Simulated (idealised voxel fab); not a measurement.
process module | voxel spacer lines
cross-section cut | 225 nm wide | cells 5 nm
A cross-section is a grid of square cells, given in bands from the top down. A band is one or more rows of cells.
Each band's line starts with the height of the band's top and of its bottom, in nm. Then come its materials from left to right, each with its width in nm. One material with "throughout" fills the band from edge to edge. "air" is empty space.
Height 0 is the level under which the wafer as received is all one material. The lowest band goes on downwards, as in "0 down".
A width such as "30 to 40" changes by the same amount from each row of cells to the next, from the band's top row to its bottom row.
"no change" after a step means that no cell of the cross-section changed.
closed voids: empty space of 8 cells or more with no open way to the top, each as width x height at its distance from the left edge, in nm
after a step's settings: what the simulator itself notes on the step
overlay nm, on a step with a mask: how far to the right of its planned place the mask lay; to the left if negative
plan
1 op RECEIVE | material Si
2 op CONFORMAL_DEP | material Al2O3 | thk nm 10
3 op DIRECTIONAL_DEP | material TiN | thk nm 15
4 op DIRECTIONAL_DEP | material polySi | thk nm 20
5 op PATTERN | tone cover | mask id MANDREL | material resist | width nm 25 | pitch nm 80 | thk nm 30 | overlay nm 0
6 op DIRECTIONAL_ETCH | etch materials polySi | depth nm 20
7 op STRIP | etch materials resist
8 op CONFORMAL_DEP | material SiO2 | thk nm 15
9 op DIRECTIONAL_ETCH | etch materials SiO2 | depth nm 15
10 op STRIP | etch materials polySi
11 op DIRECTIONAL_ETCH | etch materials TiN | depth nm 15
12 op STRIP | etch materials SiO2
13 op FILL_DEP | material lowk | thk nm 10
14 op CMP | height nm 25
first wafer, as planned
as received, after step 1
  0 down: Si throughout
  closed voids: none
after step 2
  10 to 0: Al2O3 throughout
  below 0: unchanged
after step 3
  25 to 10: TiN throughout
  below 10: unchanged
after step 4
  45 to 25: polySi throughout
  below 25: unchanged
after step 5
  75 to 45: air 60 | resist 25 | air 55 | resist 25 | air 60
  below 45: unchanged
after step 6
  75 to 45: air 60 | resist 25 | air 55 | resist 25 | air 60
  45 to 25: air 60 | polySi 25 | air 55 | polySi 25 | air 60
  below 25: unchanged
after step 7
  45 to 25: air 60 | polySi 25 | air 55 | polySi 25 | air 60
  below 25: unchanged
after step 8
  60 to 45: air 45 | SiO2 55 | air 25 | SiO2 55 | air 45
  45 to 40: air 45 | SiO2 15 | polySi 25 | SiO2 15 | air 25 | SiO2 15 | polySi 25 | SiO2 15 | air 45
  40 to 25: SiO2 60 | polySi 25 | SiO2 55 | polySi 25 | SiO2 60
  below 25: unchanged
after step 9
  45 to 25: air 45 | SiO2 15 | polySi 25 | SiO2 15 | air 25 | SiO2 15 | polySi 25 | SiO2 15 | air 45
  below 25: unchanged
after step 10
  45 to 25: air 45 | SiO2 15 | air 25 | SiO2 15 | air 25 | SiO2 15 | air 25 | SiO2 15 | air 45
  below 25: unchanged
after step 11
  45 to 25: air 45 | SiO2 15 | air 25 | SiO2 15 | air 25 | SiO2 15 | air 25 | SiO2 15 | air 45
  25 to 10: air 45 | TiN 15 | air 25 | TiN 15 | air 25 | TiN 15 | air 25 | TiN 15 | air 45
  below 10: unchanged
after step 12
  25 to 10: air 45 | TiN 15 | air 25 | TiN 15 | air 25 | TiN 15 | air 25 | TiN 15 | air 45
  below 10: unchanged
after step 13
  35 to 25: lowk throughout
  25 to 10: lowk 45 | TiN 15 | lowk 25 | TiN 15 | lowk 25 | TiN 15 | lowk 25 | TiN 15 | lowk 45
  below 10: unchanged
after step 14
  25 to 10: lowk 45 | TiN 15 | lowk 25 | TiN 15 | lowk 25 | TiN 15 | lowk 25 | TiN 15 | lowk 45
  below 10: unchanged
second wafer: like start, like plan, one mistake. Through step 2 it matches the first wafer
when step 3 should have ended
  25 to 10: lowk throughout
  below 10: unchanged
when step 4 should have ended
  45 to 25: polySi throughout
  below 25: unchanged
when step 5 should have ended
  75 to 45: air 60 | resist 25 | air 55 | resist 25 | air 60
  below 45: unchanged
when step 6 should have ended
  75 to 45: air 60 | resist 25 | air 55 | resist 25 | air 60
  45 to 25: air 60 | polySi 25 | air 55 | polySi 25 | air 60
  below 25: unchanged
when step 7 should have ended
  45 to 25: air 60 | polySi 25 | air 55 | polySi 25 | air 60
  below 25: unchanged
when step 8 should have ended
  60 to 45: air 45 | SiO2 55 | air 25 | SiO2 55 | air 45
  45 to 40: air 45 | SiO2 15 | polySi 25 | SiO2 15 | air 25 | SiO2 15 | polySi 25 | SiO2 15 | air 45
  40 to 25: SiO2 60 | polySi 25 | SiO2 55 | polySi 25 | SiO2 60
  below 25: unchanged
when step 9 should have ended
  45 to 25: air 45 | SiO2 15 | polySi 25 | SiO2 15 | air 25 | SiO2 15 | polySi 25 | SiO2 15 | air 45
  below 25: unchanged
when step 10 should have ended
  45 to 25: air 45 | SiO2 15 | air 25 | SiO2 15 | air 25 | SiO2 15 | air 25 | SiO2 15 | air 45
  below 25: unchanged
when step 11 should have ended: no change
when step 12 should have ended
  25 to 10: lowk throughout
  below 10: unchanged
when step 13 should have ended
  35 to 10: lowk throughout
  below 10: unchanged
when step 14 should have ended
  25 to 10: lowk throughout
  below 10: unchanged
what went wrong: step 3 ran as: op DIRECTIONAL_DEP | material lowk | thk nm 15
at the end the second wafer has, in cells: 36 fewer of TiN | 36 more of lowk
